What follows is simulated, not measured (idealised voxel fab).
Documented hereafter: the process module known as voxel ribs on slabs.
For reference, the cross-section in this document is cut, with width 175 nm and square cells of 5 nm.
If you're reading a cross-section in this doc, picture square cells in a grid; it comes to you as bands, top ones listed first down to the bottom, and a band can be one or more rows of cells.
The entry gives the band's vertical extent as a top height and a bottom height in nm, then its horizontal make-up as materials from left to right, each with a width in nm. "air" stands for empty space; a single material marked "everywhere" fills the band edge to edge.
Height is counted from the level 0, under which the received wafer is composed throughout of one material. The lowest of the bands is not closed at the bottom but continues downward, in the notation "from 0 down".
Graded width ("30..40"): value in top row of band = first number; value in bottom row = second number; row-to-row change constant.
Where a step carries "remained unchanged", the cross-section came out of it unchanged, cell for cell.
"Sealed void inventory" means: voids of 8 cells or more that are shut off from the top with no open way through. Written width x height at distance, distance from the left edge, in nm.
Read whatever lies past the settings on a step's line as the simulator's own remark about the step.
overlay nm: how far to the right of its planned place the mask lay on this masked step (negative: to the left).
-- Listed below are the process steps as planned
step 1: RECEIVE,material Si
step 2: DIRECTIONAL_DEP,material SiO2,thk nm 25
step 3: DIRECTIONAL_DEP,material SiN,thk nm 15
step 4: MASKED_ETCH,tone cover,mask id RIB,width nm 30,etch materials SiN,depth nm 10,overlay nm 0
step 5: DIRECTIONAL_DEP,material aC,thk nm 10
step 6: PATTERN,tone cover,mask id SLAB,material resist,width nm 60,thk nm 30,overlay nm 0
step 7: DIRECTIONAL_ETCH,etch materials aC,depth nm 10
step 8: STRIP,etch materials resist
step 9: DIRECTIONAL_ETCH,etch materials SiN,depth nm 5
step 10: STRIP,etch materials aC
step 11: FILL_DEP,material SiO2,thk nm 20
step 12: CMP,height nm 55
step 13: DIRECTIONAL_DEP,material TiN,thk nm 10
step 14: MASKED_ETCH,tone cover,mask id HEATER,width nm 40,etch materials TiN,depth nm 10,overlay nm 0
step 15: CONFORMAL_DEP,material SiN,thk nm 10
-- Wafer as received: cross-section following step 1
from 0 down | Si everywhere
Sealed void inventory: none
-- Cross-section at module end, one run error; start and plan unchanged from above
from 75 to 65 | SiN 75, then air 20, then SiN 80
from 65 to 55 | TiN 65, then SiN 40, then TiN 70
from 55 to 40 | SiO2 everywhere
from 40 to 30 | SiO2 70, then SiN 30, then SiO2 75
from 30 to 25 | SiO2 55, then SiN 60, then SiO2 60
from 25 to 0 | SiO2 everywhere
from 0 down | Si everywhere
Sealed void inventory: none
Deviation noted in wafer processing: contrary to plan, step 14 was performed as MASKED_ETCH,tone open,mask id HEATER,width nm 40,etch materials TiN,depth nm 10,overlay nm 0
